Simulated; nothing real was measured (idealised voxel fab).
The process module that follows is named voxel wiring stack.
Square cells of 5 nm make up the cross-section cut, whose width is 240 nm.
Throughout this document, each cross-section is represented as a grid of square cells and is presented as a sequence of bands enumerated from the top downward, where a band comprises one or more rows of cells. Top height, bottom height, nm. Materials left to right, width each, nm. Single material + "throughout" = fills band edge to edge. "air" = empty. Height datum 0, below which the as-received substrate wafer is one material. Lowest band open at the bottom, running downward: "top 0, no bottom". The width entry "30..40" should be interpreted row by row: the top row of cells in the band takes the first number, the bottom row takes the second number, and the change between adjacent rows is uniform throughout. It should be understood that the words "nothing was modified", when stated for a given step, signify that the cross-section underwent no change in any of its cells during that step. Voids not open to the top, 8 cells minimum: see "Closed void inventory". Written width x height at distance; distance is from the left edge; nm. Heads up: the bit after the settings on a step's line is the simulator's remark on that step. overlay nm: right-of-plan distance of the mask on a masked step; negative values mean left-of-plan.
[Planned process steps]
1) RECEIVE (material Si)
2) CONFORMAL_DEP (material SiO2; thk nm 10)
3) CONFORMAL_DEP (material SiN; thk nm 5)
4) DIRECTIONAL_DEP (material lowk; thk nm 15)
5) MASKED_ETCH (tone open; mask id METAL_1; width nm 30; pitch nm 45; etch materials lowk; depth nm 15; overlay nm 0)
6) MASKED_ETCH (tone open; mask id METAL_1; width nm 30; pitch nm 45; etch materials SiN; depth nm 5; overlay nm 0)
7) CONFORMAL_DEP (material TiN; thk nm 5)
8) FILL_DEP (material Cu; thk nm 5)
9) CMP (height nm 30)
10) CONFORMAL_DEP (material SiCN; thk nm 5)
11) DIRECTIONAL_DEP (material SiO2; thk nm 10)
12) PATTERN (tone open; mask id PLUG_1; material resist; width nm 15; pitch nm 45; thk nm 20; overlay nm 0)
13) DIRECTIONAL_ETCH (etch materials SiO2; depth nm 10)
14) DIRECTIONAL_ETCH (etch materials SiCN; depth nm 5)
15) STRIP (etch materials resist)
16) CONFORMAL_DEP (material TiN; thk nm 5)
17) FILL_DEP (material W; thk nm 5)
18) CMP (height nm 45)
19) DIRECTIONAL_DEP (material TiN; thk nm 5)
20) DIRECTIONAL_DEP (material W; thk nm 15)
21) PATTERN (tone cover; mask id METAL_2; material resist; width nm 30; pitch nm 45; thk nm 20; overlay nm 0)
22) DIRECTIONAL_ETCH (etch materials W; depth nm 15)
23) DIRECTIONAL_ETCH (etch materials TiN; depth nm 5)
24) STRIP (etch materials resist)
25) FILL_DEP (material lowk; thk nm 10)
26) CMP (height nm 65)
27) CONFORMAL_DEP (material SiCN; thk nm 5)
28) DIRECTIONAL_DEP (material lowk; thk nm 10)
29) PATTERN (tone open; mask id PLUG_2; material resist; width nm 15; pitch nm 90; thk nm 15; overlay nm 0)
30) DIRECTIONAL_ETCH (etch materials lowk; depth nm 10)
31) DIRECTIONAL_ETCH (etch materials SiCN; depth nm 5)
32) STRIP (etch materials resist)
33) EPI (material Ru; thk nm 10)
34) EPI (material Ru; thk nm 5)
35) CONFORMAL_DEP (material SiCN; thk nm 5)
36) DIRECTIONAL_DEP (material SiO2; thk nm 20)
37) MASKED_ETCH (tone open; mask id METAL_3; width nm 30; pitch nm 45; etch materials SiO2; depth nm 20; overlay nm 0)
38) MASKED_ETCH (tone open; mask id METAL_3; width nm 30; pitch nm 45; etch materials SiCN; depth nm 5; overlay nm 0)
39) CONFORMAL_DEP (material TiN; thk nm 5)
40) FILL_DEP (material Cu; thk nm 10)
41) CMP (height nm 105)
42) CONFORMAL_DEP (material SiCN; thk nm 5)
43) DIRECTIONAL_DEP (material lowk; thk nm 35)
44) MASKED_ETCH (tone open; mask id METAL_4; width nm 30; pitch nm 45; etch materials lowk; depth nm 20; overlay nm 0)
45) MASKED_ETCH (tone open; mask id METAL_4_HOLES; width nm 15; pitch nm 45; etch materials lowk; depth nm 15; overlay nm 0)
46) MASKED_ETCH (tone open; mask id METAL_4_HOLES; width nm 15; pitch nm 45; etch materials SiCN; depth nm 5; overlay nm 0)
47) CONFORMAL_DEP (material TiN; thk nm 5)
48) FILL_DEP (material Cu; thk nm 5)
49) CMP (height nm 145)
50) CONFORMAL_DEP (material SiN; thk nm 5)
[First of two wafers: run as planned]
[Shown in cross-section is the wafer as received, that is, as it stands after step 1]
	top 0, no bottom: Si throughout
	Closed void inventory: none
[Wafer after step 2 (cross-section)]
	top 10, bottom 0: SiO2 throughout
	Under 0: no change, same as before.
[Wafer after step 3 (cross-section)]
	top 15, bottom 10: SiN throughout
	Under 10: no change, same as before.
[Wafer after step 4 (cross-section)]
	top 30, bottom 15: lowk throughout
	Under 15: no change, same as before.
[Wafer after step 5 (cross-section)]
	top 30, bottom 15: 60 nm lowk, then 30 nm air, then 15 nm lowk, then 30 nm air, then 15 nm lowk, then 30 nm air, then 60 nm lowk
	Under 15: no change, same as before.
[Wafer after step 6 (cross-section)]
	top 30, bottom 15: 60 nm lowk, then 30 nm air, then 15 nm lowk, then 30 nm air, then 15 nm lowk, then 30 nm air, then 60 nm lowk
	top 15, bottom 10: 60 nm SiN, then 30 nm air, then 15 nm SiN, then 30 nm air, then 15 nm SiN, then 30 nm air, then 60 nm SiN
	Under 10: no change, same as before.
[Wafer after step 7 (cross-section)]
	top 35, bottom 30: 65 nm TiN, then 20 nm air, then 25 nm TiN, then 20 nm air, then 25 nm TiN, then 20 nm air, then 65 nm TiN
	top 30, bottom 15: 60 nm lowk, then 5 nm TiN, then 20 nm air, then 5 nm TiN, then 15 nm lowk, then 5 nm TiN, then 20 nm air, then 5 nm TiN, then 15 nm lowk, then 5 nm TiN, then 20 nm air, then 5 nm TiN, then 60 nm lowk
	top 15, bottom 10: 60 nm SiN, then 30 nm TiN, then 15 nm SiN, then 30 nm TiN, then 15 nm SiN, then 30 nm TiN, then 60 nm SiN
	Under 10: no change, same as before.
[Wafer after step 8 (cross-section)]
	top 40, bottom 35: Cu throughout
	top 35, bottom 30: 65 nm TiN, then 20 nm Cu, then 25 nm TiN, then 20 nm Cu, then 25 nm TiN, then 20 nm Cu, then 65 nm TiN
	top 30, bottom 15: 60 nm lowk, then 5 nm TiN, then 20 nm Cu, then 5 nm TiN, then 15 nm lowk, then 5 nm TiN, then 20 nm Cu, then 5 nm TiN, then 15 nm lowk, then 5 nm TiN, then 20 nm Cu, then 5 nm TiN, then 60 nm lowk
	Under 15: no change, same as before.
[Wafer after step 9 (cross-section)]
	top 30, bottom 15: 60 nm lowk, then 5 nm TiN, then 20 nm Cu, then 5 nm TiN, then 15 nm lowk, then 5 nm TiN, then 20 nm Cu, then 5 nm TiN, then 15 nm lowk, then 5 nm TiN, then 20 nm Cu, then 5 nm TiN, then 60 nm lowk
	Under 15: no change, same as before.
[Wafer after step 10 (cross-section)]
	top 35, bottom 30: SiCN throughout
	Under 30: no change, same as before.
[Wafer after step 11 (cross-section)]
	top 45, bottom 35: SiO2 throughout
	Under 35: no change, same as before.
[Wafer after step 12 (cross-section)]
	top 65, bottom 45: 60 nm resist, then 15 nm air, then 30 nm resist, then 15 nm air, then 30 nm resist, then 15 nm air, then 75 nm resist
	Under 45: no change, same as before.
[Wafer after step 13 (cross-section)]
	top 65, bottom 45: 60 nm resist, then 15 nm air, then 30 nm resist, then 15 nm air, then 30 nm resist, then 15 nm air, then 75 nm resist
	top 45, bottom 35: 60 nm SiO2, then 15 nm air, then 30 nm SiO2, then 15 nm air, then 30 nm SiO2, then 15 nm air, then 75 nm SiO2
	Under 35: no change, same as before.
[Wafer after step 14 (cross-section)]
	top 65, bottom 45: 60 nm resist, then 15 nm air, then 30 nm resist, then 15 nm air, then 30 nm resist, then 15 nm air, then 75 nm resist
	top 45, bottom 35: 60 nm SiO2, then 15 nm air, then 30 nm SiO2, then 15 nm air, then 30 nm SiO2, then 15 nm air, then 75 nm SiO2
	top 35, bottom 30: 60 nm SiCN, then 15 nm air, then 30 nm SiCN, then 15 nm air, then 30 nm SiCN, then 15 nm air, then 75 nm SiCN
	Under 30: no change, same as before.
[Wafer after step 15 (cross-section)]
	top 45, bottom 35: 60 nm SiO2, then 15 nm air, then 30 nm SiO2, then 15 nm air, then 30 nm SiO2, then 15 nm air, then 75 nm SiO2
	Under 35: no change, same as before.
[Wafer after step 16 (cross-section)]
	top 50, bottom 45: 65 nm TiN, then 5 nm air, then 40 nm TiN, then 5 nm air, then 40 nm TiN, then 5 nm air, then 80 nm TiN
	top 45, bottom 35: 60 nm SiO2, then 5 nm TiN, then 5 nm air, then 5 nm TiN, then 30 nm SiO2, then 5 nm TiN, then 5 nm air, then 5 nm TiN, then 30 nm SiO2, then 5 nm TiN, then 5 nm air, then 5 nm TiN, then 75 nm SiO2
	top 35, bottom 30: 60 nm SiCN, then 15 nm TiN, then 30 nm SiCN, then 15 nm TiN, then 30 nm SiCN, then 15 nm TiN, then 75 nm SiCN
	Under 30: no change, same as before.
[Wafer after step 17 (cross-section)]
	top 55, bottom 50: W throughout
	top 50, bottom 45: 65 nm TiN, then 5 nm W, then 40 nm TiN, then 5 nm W, then 40 nm TiN, then 5 nm W, then 80 nm TiN
	top 45, bottom 35: 60 nm SiO2, then 5 nm TiN, then 5 nm W, then 5 nm TiN, then 30 nm SiO2, then 5 nm TiN, then 5 nm W, then 5 nm TiN, then 30 nm SiO2, then 5 nm TiN, then 5 nm W, then 5 nm TiN, then 75 nm SiO2
	Under 35: no change, same as before.
[Wafer after step 18 (cross-section)]
	top 45, bottom 35: 60 nm SiO2, then 5 nm TiN, then 5 nm W, then 5 nm TiN, then 30 nm SiO2, then 5 nm TiN, then 5 nm W, then 5 nm TiN, then 30 nm SiO2, then 5 nm TiN, then 5 nm W, then 5 nm TiN, then 75 nm SiO2
	Under 35: no change, same as before.
[Wafer after step 19 (cross-section)]
	top 50, bottom 45: TiN throughout
	Under 45: no change, same as before.
[Wafer after step 20 (cross-section)]
	top 65, bottom 50: W throughout
	Under 50: no change, same as before.
[Wafer after step 21 (cross-section)]
	top 85, bottom 65: 60 nm air, then 30 nm resist, then 15 nm air, then 30 nm resist, then 15 nm air, then 30 nm resist, then 60 nm air
	Under 65: no change, same as before.
[Wafer after step 22 (cross-section)]
	top 85, bottom 65: 60 nm air, then 30 nm resist, then 15 nm air, then 30 nm resist, then 15 nm air, then 30 nm resist, then 60 nm air
	top 65, bottom 50: 60 nm air, then 30 nm W, then 15 nm air, then 30 nm W, then 15 nm air, then 30 nm W, then 60 nm air
	Under 50: no change, same as before.
[Wafer after step 23 (cross-section)]
	top 85, bottom 65: 60 nm air, then 30 nm resist, then 15 nm air, then 30 nm resist, then 15 nm air, then 30 nm resist, then 60 nm air
	top 65, bottom 50: 60 nm air, then 30 nm W, then 15 nm air, then 30 nm W, then 15 nm air, then 30 nm W, then 60 nm air
	top 50, bottom 45: 60 nm air, then 30 nm TiN, then 15 nm air, then 30 nm TiN, then 15 nm air, then 30 nm TiN, then 60 nm air
	Under 45: no change, same as before.
[Wafer after step 24 (cross-section)]
	top 65, bottom 50: 60 nm air, then 30 nm W, then 15 nm air, then 30 nm W, then 15 nm air, then 30 nm W, then 60 nm air
	Under 50: no change, same as before.
[Wafer after step 25 (cross-section)]
	top 75, bottom 65: lowk throughout
	top 65, bottom 50: 60 nm lowk, then 30 nm W, then 15 nm lowk, then 30 nm W, then 15 nm lowk, then 30 nm W, then 60 nm lowk
	top 50, bottom 45: 60 nm lowk, then 30 nm TiN, then 15 nm lowk, then 30 nm TiN, then 15 nm lowk, then 30 nm TiN, then 60 nm lowk
	Under 45: no change, same as before.
[Wafer after step 26 (cross-section)]
	top 65, bottom 50: 60 nm lowk, then 30 nm W, then 15 nm lowk, then 30 nm W, then 15 nm lowk, then 30 nm W, then 60 nm lowk
	Under 50: no change, same as before.
[Wafer after step 27 (cross-section)]
	top 70, bottom 65: SiCN throughout
	Under 65: no change, same as before.
[Wafer after step 28 (cross-section)]
	top 80, bottom 70: lowk throughout
	Under 70: no change, same as before.
[Wafer after step 29 (cross-section)]
	top 95, bottom 80: 60 nm resist, then 15 nm air, then 75 nm resist, then 15 nm air, then 75 nm resist
	Under 80: no change, same as before.
[Wafer after step 30 (cross-section)]
	top 95, bottom 80: 60 nm resist, then 15 nm air, then 75 nm resist, then 15 nm air, then 75 nm resist
	top 80, bottom 70: 60 nm lowk, then 15 nm air, then 75 nm lowk, then 15 nm air, then 75 nm lowk
	Under 70: no change, same as before.
[Wafer after step 31 (cross-section)]
	top 95, bottom 80: 60 nm resist, then 15 nm air, then 75 nm resist, then 15 nm air, then 75 nm resist
	top 80, bottom 70: 60 nm lowk, then 15 nm air, then 75 nm lowk, then 15 nm air, then 75 nm lowk
	top 70, bottom 65: 60 nm SiCN, then 15 nm air, then 75 nm SiCN, then 15 nm air, then 75 nm SiCN
	Under 65: no change, same as before.
[Wafer after step 32 (cross-section)]
	top 80, bottom 70: 60 nm lowk, then 15 nm air, then 75 nm lowk, then 15 nm air, then 75 nm lowk
	Under 70: no change, same as before.
[Wafer after step 33 (cross-section)]
	top 80, bottom 75: 60 nm lowk, then 15 nm air, then 75 nm lowk, then 15 nm air, then 75 nm lowk
	top 75, bottom 70: 60 nm lowk, then 15 nm Ru, then 75 nm lowk, then 15 nm Ru, then 75 nm lowk
	top 70, bottom 65: 60 nm SiCN, then 15 nm Ru, then 75 nm SiCN, then 15 nm Ru, then 75 nm SiCN
	Under 65: no change, same as before.
[Wafer after step 34 (cross-section)]
	top 80, bottom 70: 60 nm lowk, then 15 nm Ru, then 75 nm lowk, then 15 nm Ru, then 75 nm lowk
	Under 70: no change, same as before.
[Wafer after step 35 (cross-section)]
	top 85, bottom 80: SiCN throughout
	Under 80: no change, same as before.
[Wafer after step 36 (cross-section)]
	top 105, bottom 85: SiO2 throughout
	Under 85: no change, same as before.
[Wafer after step 37 (cross-section)]
	top 105, bottom 85: 60 nm SiO2, then 30 nm air, then 15 nm SiO2, then 30 nm air, then 15 nm SiO2, then 30 nm air, then 60 nm SiO2
	Under 85: no change, same as before.
[Wafer after step 38 (cross-section)]
	top 105, bottom 85: 60 nm SiO2, then 30 nm air, then 15 nm SiO2, then 30 nm air, then 15 nm SiO2, then 30 nm air, then 60 nm SiO2
	top 85, bottom 80: 60 nm SiCN, then 30 nm air, then 15 nm SiCN, then 30 nm air, then 15 nm SiCN, then 30 nm air, then 60 nm SiCN
	Under 80: no change, same as before.
[Wafer after step 39 (cross-section)]
	top 110, bottom 105: 65 nm TiN, then 20 nm air, then 25 nm TiN, then 20 nm air, then 25 nm TiN, then 20 nm air, then 65 nm TiN
	top 105, bottom 85: 60 nm SiO2, then 5 nm TiN, then 20 nm air, then 5 nm TiN, then 15 nm SiO2, then 5 nm TiN, then 20 nm air, then 5 nm TiN, then 15 nm SiO2, then 5 nm TiN, then 20 nm air, then 5 nm TiN, then 60 nm SiO2
	top 85, bottom 80: 60 nm SiCN, then 30 nm TiN, then 15 nm SiCN, then 30 nm TiN, then 15 nm SiCN, then 30 nm TiN, then 60 nm SiCN
	Under 80: no change, same as before.
[Wafer after step 40 (cross-section)]
	top 120, bottom 110: Cu throughout
	top 110, bottom 105: 65 nm TiN, then 20 nm Cu, then 25 nm TiN, then 20 nm Cu, then 25 nm TiN, then 20 nm Cu, then 65 nm TiN
	top 105, bottom 85: 60 nm SiO2, then 5 nm TiN, then 20 nm Cu, then 5 nm TiN, then 15 nm SiO2, then 5 nm TiN, then 20 nm Cu, then 5 nm TiN, then 15 nm SiO2, then 5 nm TiN, then 20 nm Cu, then 5 nm TiN, then 60 nm SiO2
	Under 85: no change, same as before.
[Wafer after step 41 (cross-section)]
	top 105, bottom 85: 60 nm SiO2, then 5 nm TiN, then 20 nm Cu, then 5 nm TiN, then 15 nm SiO2, then 5 nm TiN, then 20 nm Cu, then 5 nm TiN, then 15 nm SiO2, then 5 nm TiN, then 20 nm Cu, then 5 nm TiN, then 60 nm SiO2
	Under 85: no change, same as before.
[Wafer after step 42 (cross-section)]
	top 110, bottom 105: SiCN throughout
	Under 105: no change, same as before.
[Wafer after step 43 (cross-section)]
	top 145, bottom 110: lowk throughout
	Under 110: no change, same as before.
[Wafer after step 44 (cross-section)]
	top 145, bottom 125: 60 nm lowk, then 30 nm air, then 15 nm lowk, then 30 nm air, then 15 nm lowk, then 30 nm air, then 60 nm lowk
	Under 125: no change, same as before.
[Wafer after step 45 (cross-section)]
	top 145, bottom 125: 60 nm lowk, then 30 nm air, then 15 nm lowk, then 30 nm air, then 15 nm lowk, then 30 nm air, then 60 nm lowk
	top 125, bottom 110: 60 nm lowk, then 15 nm air, then 30 nm lowk, then 15 nm air, then 30 nm lowk, then 15 nm air, then 75 nm lowk
	Under 110: no change, same as before.
[Wafer after step 46 (cross-section)]
	top 145, bottom 125: 60 nm lowk, then 30 nm air, then 15 nm lowk, then 30 nm air, then 15 nm lowk, then 30 nm air, then 60 nm lowk
	top 125, bottom 110: 60 nm lowk, then 15 nm air, then 30 nm lowk, then 15 nm air, then 30 nm lowk, then 15 nm air, then 75 nm lowk
	top 110, bottom 105: 60 nm SiCN, then 15 nm air, then 30 nm SiCN, then 15 nm air, then 30 nm SiCN, then 15 nm air, then 75 nm SiCN
	Under 105: no change, same as before.
[Wafer after step 47 (cross-section)]
	top 150, bottom 145: 65 nm TiN, then 20 nm air, then 25 nm TiN, then 20 nm air, then 25 nm TiN, then 20 nm air, then 65 nm TiN
	top 145, bottom 130: 60 nm lowk, then 5 nm TiN, then 20 nm air, then 5 nm TiN, then 15 nm lowk, then 5 nm TiN, then 20 nm air, then 5 nm TiN, then 15 nm lowk, then 5 nm TiN, then 20 nm air, then 5 nm TiN, then 60 nm lowk
	top 130, bottom 125: 60 nm lowk, then 5 nm TiN, then 5 nm air, then 20 nm TiN, then 15 nm lowk, then 5 nm TiN, then 5 nm air, then 20 nm TiN, then 15 nm lowk, then 5 nm TiN, then 5 nm air, then 20 nm TiN, then 60 nm lowk
	top 125, bottom 110: 60 nm lowk, then 5 nm TiN, then 5 nm air, then 5 nm TiN, then 30 nm lowk, then 5 nm TiN, then 5 nm air, then 5 nm TiN, then 30 nm lowk, then 5 nm TiN, then 5 nm air, then 5 nm TiN, then 75 nm lowk
	top 110, bottom 105: 60 nm SiCN, then 15 nm TiN, then 30 nm SiCN, then 15 nm TiN, then 30 nm SiCN, then 15 nm TiN, then 75 nm SiCN
	Under 105: no change, same as before.
[Wafer after step 48 (cross-section)]
	top 155, bottom 150: Cu throughout
	top 150, bottom 145: 65 nm TiN, then 20 nm Cu, then 25 nm TiN, then 20 nm Cu, then 25 nm TiN, then 20 nm Cu, then 65 nm TiN
	top 145, bottom 130: 60 nm lowk, then 5 nm TiN, then 20 nm Cu, then 5 nm TiN, then 15 nm lowk, then 5 nm TiN, then 20 nm Cu, then 5 nm TiN, then 15 nm lowk, then 5 nm TiN, then 20 nm Cu, then 5 nm TiN, then 60 nm lowk
	top 130, bottom 125: 60 nm lowk, then 5 nm TiN, then 5 nm Cu, then 20 nm TiN, then 15 nm lowk, then 5 nm TiN, then 5 nm Cu, then 20 nm TiN, then 15 nm lowk, then 5 nm TiN, then 5 nm Cu, then 20 nm TiN, then 60 nm lowk
	top 125, bottom 110: 60 nm lowk, then 5 nm TiN, then 5 nm Cu, then 5 nm TiN, then 30 nm lowk, then 5 nm TiN, then 5 nm Cu, then 5 nm TiN, then 30 nm lowk, then 5 nm TiN, then 5 nm Cu, then 5 nm TiN, then 75 nm lowk
	Under 110: no change, same as before.
[Wafer after step 49 (cross-section)]
	top 145, bottom 130: 60 nm lowk, then 5 nm TiN, then 20 nm Cu, then 5 nm TiN, then 15 nm lowk, then 5 nm TiN, then 20 nm Cu, then 5 nm TiN, then 15 nm lowk, then 5 nm TiN, then 20 nm Cu, then 5 nm TiN, then 60 nm lowk
	Under 130: no change, same as before.
[Wafer after step 50 (cross-section)]
	top 150, bottom 145: SiN throughout
	Under 145: no change, same as before.
[Wafer two. Same start, same plan, one slip in execution. Same as wafer one through step 43, inclusive]
[Cross-sectional view of the second wafer at the intended end time of process step 44]
	top 145, bottom 120: 60 nm lowk, then 30 nm air, then 15 nm lowk, then 30 nm air, then 15 nm lowk, then 30 nm air, then 60 nm lowk
	Under 120: no change, same as before.
[Cross-sectional view of the second wafer at the intended end time of process step 45]
	top 145, bottom 120: 60 nm lowk, then 30 nm air, then 15 nm lowk, then 30 nm air, then 15 nm lowk, then 30 nm air, then 60 nm lowk
	top 120, bottom 110: 60 nm lowk, then 15 nm air, then 30 nm lowk, then 15 nm air, then 30 nm lowk, then 15 nm air, then 75 nm lowk
	Under 110: no change, same as before.
[Cross-sectional view of the second wafer at the intended end time of process step 46]
	top 145, bottom 120: 60 nm lowk, then 30 nm air, then 15 nm lowk, then 30 nm air, then 15 nm lowk, then 30 nm air, then 60 nm lowk
	top 120, bottom 110: 60 nm lowk, then 15 nm air, then 30 nm lowk, then 15 nm air, then 30 nm lowk, then 15 nm air, then 75 nm lowk
	top 110, bottom 105: 60 nm SiCN, then 15 nm air, then 30 nm SiCN, then 15 nm air, then 30 nm SiCN, then 15 nm air, then 75 nm SiCN
	Under 105: no change, same as before.
[Cross-sectional view of the second wafer at the intended end time of process step 47]
	top 150, bottom 145: 65 nm TiN, then 20 nm air, then 25 nm TiN, then 20 nm air, then 25 nm TiN, then 20 nm air, then 65 nm TiN
	top 145, bottom 125: 60 nm lowk, then 5 nm TiN, then 20 nm air, then 5 nm TiN, then 15 nm lowk, then 5 nm TiN, then 20 nm air, then 5 nm TiN, then 15 nm lowk, then 5 nm TiN, then 20 nm air, then 5 nm TiN, then 60 nm lowk
	top 125, bottom 120: 60 nm lowk, then 5 nm TiN, then 5 nm air, then 20 nm TiN, then 15 nm lowk, then 5 nm TiN, then 5 nm air, then 20 nm TiN, then 15 nm lowk, then 5 nm TiN, then 5 nm air, then 20 nm TiN, then 60 nm lowk
	top 120, bottom 110: 60 nm lowk, then 5 nm TiN, then 5 nm air, then 5 nm TiN, then 30 nm lowk, then 5 nm TiN, then 5 nm air, then 5 nm TiN, then 30 nm lowk, then 5 nm TiN, then 5 nm air, then 5 nm TiN, then 75 nm lowk
	top 110, bottom 105: 60 nm SiCN, then 15 nm TiN, then 30 nm SiCN, then 15 nm TiN, then 30 nm SiCN, then 15 nm TiN, then 75 nm SiCN
	Under 105: no change, same as before.
[Cross-sectional view of the second wafer at the intended end time of process step 48]
	top 155, bottom 150: Cu throughout
	top 150, bottom 145: 65 nm TiN, then 20 nm Cu, then 25 nm TiN, then 20 nm Cu, then 25 nm TiN, then 20 nm Cu, then 65 nm TiN
	top 145, bottom 125: 60 nm lowk, then 5 nm TiN, then 20 nm Cu, then 5 nm TiN, then 15 nm lowk, then 5 nm TiN, then 20 nm Cu, then 5 nm TiN, then 15 nm lowk, then 5 nm TiN, then 20 nm Cu, then 5 nm TiN, then 60 nm lowk
	top 125, bottom 120: 60 nm lowk, then 5 nm TiN, then 5 nm Cu, then 20 nm TiN, then 15 nm lowk, then 5 nm TiN, then 5 nm Cu, then 20 nm TiN, then 15 nm lowk, then 5 nm TiN, then 5 nm Cu, then 20 nm TiN, then 60 nm lowk
	top 120, bottom 110: 60 nm lowk, then 5 nm TiN, then 5 nm Cu, then 5 nm TiN, then 30 nm lowk, then 5 nm TiN, then 5 nm Cu, then 5 nm TiN, then 30 nm lowk, then 5 nm TiN, then 5 nm Cu, then 5 nm TiN, then 75 nm lowk
	Under 110: no change, same as before.
[Cross-sectional view of the second wafer at the intended end time of process step 49]
	top 145, bottom 125: 60 nm lowk, then 5 nm TiN, then 20 nm Cu, then 5 nm TiN, then 15 nm lowk, then 5 nm TiN, then 20 nm Cu, then 5 nm TiN, then 15 nm lowk, then 5 nm TiN, then 20 nm Cu, then 5 nm TiN, then 60 nm lowk
	Under 125: no change, same as before.
[Cross-sectional view of the second wafer at the intended end time of process step 50]
	top 150, bottom 145: SiN throughout
	Under 145: no change, same as before.
The mistake made against the process plan was this: contrary to plan, step 44 was performed as MASKED_ETCH (tone open; mask id METAL_4; width nm 30; pitch nm 45; etch materials lowk; depth nm 25; overlay nm 0)
Wafer comparison, final, in cells, second relative to first, materials more or fewer: 9 more of Cu, 9 fewer of lowk
